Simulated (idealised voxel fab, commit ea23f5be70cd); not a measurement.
This section sets out a process module, namely voxel self aligned vias.
Displayed cross-section: cut, width of 190 nm, square cells sized 5 nm.
For the purposes of this document, a cross-section shall be understood as a grid of square cells, specified as bands listed in top-to-bottom order, each band consisting of one or more rows of cells.
Look at the band entry: it leads with the top's height and the bottom's height in nm. Then it lists the materials left to right, with a width in nm for each. The word "throughout" on a single material says that material fills the band edge to edge. The word "air" is empty space.
The level at which height equals 0 is the one under which the wafer, as it arrives, is entirely one material. No lower edge exists for the bottom band, which continues downward and is notated as in "top 0, no bottom".
You'd read "30..40" like this: the band's top row of cells is as wide as the first number, its bottom row is as wide as the second, and going down, every row changes width by the same amount as the row before did.
Take "identical to before" at face value: in the step it is given for, the cross-section changed in none of its cells.
The list in "Enclosed cavities" covers empty spaces of 8 cells or more that cannot reach the top through any open way, and it gives each as width x height at distance; the distance is from the left edge, and width, height and distance are in nm.
Whatever follows a step's settings on its line is a remark the simulator itself makes about that step.
The line of a step may include "overlay nm". On a step with a mask, this value is how far to the right of its planned place the mask lay. A negative value means the mask lay to the left.

### This section lists the process steps that were planned
1,RECEIVE [material Si]
2,CONFORMAL_DEP [material SiO2] [thk nm 10]
3,CONFORMAL_DEP [material SiCN] [thk nm 5]
4,DIRECTIONAL_DEP [material lowk] [thk nm 20]
5,PATTERN [tone open] [mask id LINES] [material resist] [width nm 20] [pitch nm 55] [thk nm 20] [overlay nm 0]
6,DIRECTIONAL_ETCH [etch materials lowk] [depth nm 20]
7,STRIP [etch materials resist]
8,CONFORMAL_DEP [material TiN] [thk nm 5]
9,FILL_DEP [material W] [thk nm 10]
10,CMP [height nm 35]
11,SELECTIVE_ETCH [etch materials W Ru TiN] [depth nm 10]
12,FILL_DEP [material SiN] [thk nm 10]
13,CMP [height nm 35]
14,DIRECTIONAL_DEP [material lowk] [thk nm 15]
15,DIRECTIONAL_DEP [material aC] [thk nm 15]
16,PATTERN [tone open] [mask id VIAS] [material resist] [width nm 30] [pitch nm 55] [thk nm 30] [overlay nm 0]
17,DIRECTIONAL_ETCH [etch materials aC] [depth nm 5]
18,STRIP [etch materials resist]
19,DIRECTIONAL_ETCH [etch materials lowk] [depth nm 15]
20,DIRECTIONAL_ETCH [etch materials SiN] [depth nm 10]
21,STRIP [etch materials aC]
22,CONFORMAL_DEP [material TiN] [thk nm 5]
23,FILL_DEP [material W] [thk nm 10]
24,CMP [height nm 50]
25,CONFORMAL_DEP [material SiCN] [thk nm 5]
Wafer-to-wafer difference: depth nm, step 17. Common start. Plan = first wafer's value.

### Received wafers, first of several: cross-section after step 1
- top 0, no bottom | Si throughout
- Enclosed cavities: none

### Take any row and you have a wafer at the end of the module: how many cells of each material it has gained (+) or lost (-) since it was received, and then its closed voids
depth nm 5; +76 SiCN; +24 SiN; +76 SiO2; +18 TiN; +6 W; +218 lowk; Enclosed cavities: none
depth nm 10; +76 SiCN; +24 SiN; +76 SiO2; +18 TiN; +6 W; +218 lowk; Enclosed cavities: none
depth nm 15; +76 SiCN; +76 SiO2; +60 TiN; +42 W; +164 lowk; Enclosed cavities: none
depth nm 20; +76 SiCN; +76 SiO2; +60 TiN; +42 W; +164 lowk; Enclosed cavities: none
depth nm 25; +76 SiCN; +76 SiO2; +60 TiN; +42 W; +164 lowk; Enclosed cavities: none
depth nm 30; +76 SiCN; +76 SiO2; +60 TiN; +42 W; +164 lowk; Enclosed cavities: none
